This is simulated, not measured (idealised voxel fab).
Process module, titled voxel wiring stack
The width of the displayed cross-section, cut, is 270 nm; its cells are square, with a size of 5 nm.
This document writes a cross-section as a grid whose cells are square, and gives it as bands, listed from the top down; one or more rows of cells form a band.
Heads up on the band format: heights come first, top then bottom, in nm. After that it's the materials left to right, each with its width in nm. A single material flagged "edge to edge" fills the whole band edge to edge, and "air" means there's empty space there.
Convention: height 0 is the level below which the wafer, as received, is all one material. The lowest band does not terminate at the bottom but continues downward, represented as "0 nm and below".
You'd read "30 to 40" like this: the band's top row of cells is as wide as the first number, its bottom row is as wide as the second, and going down, every row changes width by the same amount as the row before did.
It should be understood that the words "nothing got changed", when stated for a given step, signify that the cross-section underwent no change in any of its cells during that step.
"Unvented cavities" contains a list of empty spaces, each no smaller than 8 cells and without an open way to the top, written in the form width x height at distance with the distance from the left edge and all three in nm.
Note: text after step settings on the step line = simulator remark on that step.
overlay nm: step with mask; distance mask lay right of planned place; negative value = left of planned place.
[Listed below are the process steps as planned]
1 RECEIVE, material Si
2 CONFORMAL_DEP, material SiO2, thk nm 15
3 CONFORMAL_DEP, material SiN, thk nm 5
4 DIRECTIONAL_DEP, material lowk, thk nm 25
5 DIRECTIONAL_DEP, material aC, thk nm 15
6 PATTERN, tone open, mask id METAL_1, material resist, width nm 30, pitch nm 50, thk nm 30, overlay nm 0
7 DIRECTIONAL_ETCH, etch materials aC, depth nm 15
8 STRIP, etch materials resist
9 DIRECTIONAL_ETCH, etch materials lowk, depth nm 25
10 DIRECTIONAL_ETCH, etch materials SiN, depth nm 5
11 STRIP, etch materials aC
12 CONFORMAL_DEP, material TiN, thk nm 5
13 FILL_DEP, material Cu, thk nm 10
14 CMP, height nm 45
15 CONFORMAL_DEP, material SiCN, thk nm 5
16 DIRECTIONAL_DEP, material SiO2, thk nm 15
17 DIRECTIONAL_DEP, material aC, thk nm 15
18 PATTERN, tone open, mask id PLUG_1, material resist, width nm 15, pitch nm 50, thk nm 30, overlay nm 0
19 DIRECTIONAL_ETCH, etch materials aC, depth nm 15
20 STRIP, etch materials resist
21 DIRECTIONAL_ETCH, etch materials SiO2, depth nm 15
22 DIRECTIONAL_ETCH, etch materials SiCN, depth nm 5
23 STRIP, etch materials aC
24 CONFORMAL_DEP, material TiN, thk nm 5
25 FILL_DEP, material W, thk nm 5
26 CMP, height nm 65
27 DIRECTIONAL_DEP, material TiN, thk nm 5
28 DIRECTIONAL_DEP, material Ru, thk nm 20
29 MASKED_ETCH, tone cover, mask id METAL_2, width nm 30, pitch nm 50, etch materials Ru, depth nm 20, overlay nm 0
30 MASKED_ETCH, tone cover, mask id METAL_2, width nm 30, pitch nm 50, etch materials TiN, depth nm 5, overlay nm 0
31 FILL_DEP, material lowk, thk nm 10
32 CMP, height nm 90
33 CONFORMAL_DEP, material SiCN, thk nm 5
34 DIRECTIONAL_DEP, material SiO2, thk nm 15
35 DIRECTIONAL_DEP, material aC, thk nm 15
36 PATTERN, tone open, mask id PLUG_2, material resist, width nm 15, thk nm 30, overlay nm 0
37 DIRECTIONAL_ETCH, etch materials aC, depth nm 15
38 STRIP, etch materials resist
39 DIRECTIONAL_ETCH, etch materials SiO2, depth nm 15
40 DIRECTIONAL_ETCH, etch materials SiCN, depth nm 5
41 STRIP, etch materials aC
42 CONFORMAL_DEP, material TiN, thk nm 5
43 FILL_DEP, material W, thk nm 5
44 CMP, height nm 110
45 DIRECTIONAL_DEP, material TiN, thk nm 5
46 DIRECTIONAL_DEP, material Ru, thk nm 15
47 PATTERN, tone cover, mask id METAL_3, material resist, width nm 30, pitch nm 50, thk nm 15, overlay nm 0
48 DIRECTIONAL_ETCH, etch materials Ru, depth nm 15
49 DIRECTIONAL_ETCH, etch materials TiN, depth nm 5
50 STRIP, etch materials resist
51 CONFORMAL_DEP, material SiCN, thk nm 5
52 FILL_DEP, material lowk, thk nm 10
53 CMP, height nm 130
54 CONFORMAL_DEP, material SiCN, thk nm 5
[Cross-section of the wafer upon arrival, representing the state reached after step 1]
> 0 nm and below  Si edge to edge
> Unvented cavities: none
[Starting structure and process plan are as shown above, but one mistake was made in running the module; the wafer cross-section at the end of the module follows]
> 135 nm to 130 nm  SiCN edge to edge
> 130 nm to 115 nm  lowk 90, then SiCN 5, then Ru 30, then SiCN 5, then lowk 10, then SiCN 5, then Ru 30, then SiCN 5, then lowk 90
> 115 nm to 110 nm  SiCN 95, then TiN 30, then SiCN 20, then TiN 30, then SiCN 95
> 110 nm to 95 nm  SiO2 95, then TiN 5, then W 5, then TiN 5, then SiO2 160
> 95 nm to 90 nm  SiCN 95, then TiN 15, then SiCN 160
> 90 nm to 70 nm  lowk 95, then Ru 30, then lowk 20, then Ru 30, then lowk 95
> 70 nm to 65 nm  lowk 95, then TiN 30, then lowk 20, then TiN 30, then lowk 95
> 65 nm to 60 nm  SiCN 95, then TiN 15, then SiCN 35, then TiN 15, then SiCN 110
> 60 nm to 50 nm  Cu edge to edge
> 50 nm to 45 nm  TiN 100, then Cu 20, then TiN 30, then Cu 20, then TiN 100
> 45 nm to 20 nm  lowk 95, then TiN 5, then Cu 20, then TiN 5, then lowk 20, then TiN 5, then Cu 20, then TiN 5, then lowk 95
> 20 nm to 15 nm  SiN 95, then TiN 30, then SiN 20, then TiN 30, then SiN 95
> 15 nm to 0 nm  SiO2 edge to edge
> 0 nm and below  Si edge to edge
> Unvented cavities: none
Deviation noted in wafer processing: skipped: plan step 14 (never run)
